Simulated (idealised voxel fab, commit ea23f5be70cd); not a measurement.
A process module follows: voxel local oxidation.
The width of the displayed cross-section, cut, is 255 nm; its cells are square, with a size of 5 nm.
A cross-section in this document is a grid of square cells, and it is written down as bands, the top band listed before the ones below it; a band is made up of one or more rows of cells.
Each band's line starts with the height of the band's top and of its bottom, in nm. Then come its materials from left to right, each with its width in nm. One material with "full width" fills the band from edge to edge. "air" is empty space.
Measure heights from 0. That's the level where, below it, the as-received wafer is all one material. The lowest band is bottomless and extends downward; write it as in "top 0, no bottom".
The expression "30->40" gives the width at the extremes of the band, the first number at its top row of cells and the second at its bottom row, with the width changing by equal amounts from each row to the next in between.
You'll sometimes find "all unchanged" written for a step, and that's the way of saying that nowhere in the cross-section did a cell change during that step.
The entry titled "Enclosed void inventory" provides the empty spaces that have no open way to the top, restricted to those of 8 cells or more. Each is presented as width x height at distance, the distance being measured from the left edge, with all three in nm.
Whatever follows a step's settings on its line is a remark the simulator itself makes about that step.
overlay nm: mask right of planned place by this much (step with mask). Neg. = left.

**The steps planned for the process are as follows**
1: RECEIVE [material Si]
2: CONFORMAL_DEP [material SiO2] [thk nm 5]
3: CONFORMAL_DEP [material SiN] [thk nm 15]
4: PATTERN [tone cover] [mask id ACTIVE] [material resist] [width nm 115] [thk nm 15] [overlay nm 0]
5: DIRECTIONAL_ETCH [etch materials SiN] [depth nm 15]
6: STRIP [etch materials resist]
7: SELECTIVE_ETCH [etch materials SiO2] [depth nm 5]
8: OXIDIZE [depth nm 15]
9: STRIP [etch materials SiN]

**First wafer, two in total, run as planned**

**Shown in cross-section is the wafer as received, that is, as it stands after step 1**
* top 0, no bottom | Si full width
* Enclosed void inventory: none

**The wafer, seen in cross-section, after step 2**
* top 5, bottom 0 | SiO2 full width
* Below 0 it's all the same as before, nothing changed down there.

**The wafer, seen in cross-section, after step 3**
* top 20, bottom 5 | SiN full width
* Below 5 it's all the same as before, nothing changed down there.

**The wafer, seen in cross-section, after step 4**
* top 35, bottom 20 | 70 nm air / 115 nm resist / 70 nm air
* Below 20 it's all the same as before, nothing changed down there.

**The wafer, seen in cross-section, after step 5**
* top 35, bottom 20 | 70 nm air / 115 nm resist / 70 nm air
* top 20, bottom 5 | 70 nm air / 115 nm SiN / 70 nm air
* Below 5 it's all the same as before, nothing changed down there.

**The wafer, seen in cross-section, after step 6**
* top 20, bottom 5 | 70 nm air / 115 nm SiN / 70 nm air
* Below 5 it's all the same as before, nothing changed down there.

**The wafer, seen in cross-section, after step 7**
* top 20, bottom 5 | 70 nm air / 115 nm SiN / 70 nm air
* top 5, bottom 0 | 75 nm air / 105 nm SiO2 / 75 nm air
* Below 0 it's all the same as before, nothing changed down there.

**The wafer, seen in cross-section, after step 8**
* top 20, bottom 5 | 70 nm air / 115 nm SiN / 70 nm air
* top 5, bottom 0 | 75 nm air / 105 nm SiO2 / 75 nm air
* top 0, bottom -15 | 90 nm SiO2 / 75 nm Si / 90 nm SiO2
* Below -15 it's all the same as before, nothing changed down there.

**The wafer, seen in cross-section, after step 9**
* top 5, bottom 0 | 75 nm air / 105 nm SiO2 / 75 nm air
* Below 0 it's all the same as before, nothing changed down there.

**Second of two: same start, same plan, one run error; steps up to and including 3 match the first**

**Second wafer, cut view, end of step 4 per plan**
* top 35, bottom 20 | 70 nm resist / 115 nm air / 70 nm resist
* Below 20 it's all the same as before, nothing changed down there.

**Second wafer, cut view, end of step 5 per plan**
* top 35, bottom 20 | 70 nm resist / 115 nm air / 70 nm resist
* top 20, bottom 5 | 70 nm SiN / 115 nm air / 70 nm SiN
* Below 5 it's all the same as before, nothing changed down there.

**Second wafer, cut view, end of step 6 per plan**
* top 20, bottom 5 | 70 nm SiN / 115 nm air / 70 nm SiN
* Below 5 it's all the same as before, nothing changed down there.

**Second wafer, cut view, end of step 7 per plan**
* top 20, bottom 5 | 70 nm SiN / 115 nm air / 70 nm SiN
* top 5, bottom 0 | 65 nm SiO2 / 125 nm air / 65 nm SiO2
* Below 0 it's all the same as before, nothing changed down there.

**Second wafer, cut view, end of step 8 per plan**
* top 20, bottom 5 | 70 nm SiN / 115 nm air / 70 nm SiN
* top 5, bottom 0 | 65 nm SiO2 / 125 nm air / 65 nm SiO2
* top 0, bottom -15 | 50 nm Si / 155 nm SiO2 / 50 nm Si
* Below -15 it's all the same as before, nothing changed down there.

**Second wafer, cut view, end of step 9 per plan**
* top 5, bottom 0 | 65 nm SiO2 / 125 nm air / 65 nm SiO2
* Below 0 it's all the same as before, nothing changed down there.
The plan and the run diverged here: step 4 was run on a setting that differed from the plan, and what really ran there is PATTERN [tone open] [mask id ACTIVE] [material resist] [width nm 115] [thk nm 15] [overlay nm 0]
It is noted that, at the conclusion of processing, the second wafer exhibits a higher or lower cell count for certain materials relative to the first: 15 more of Si, 10 fewer of SiO2
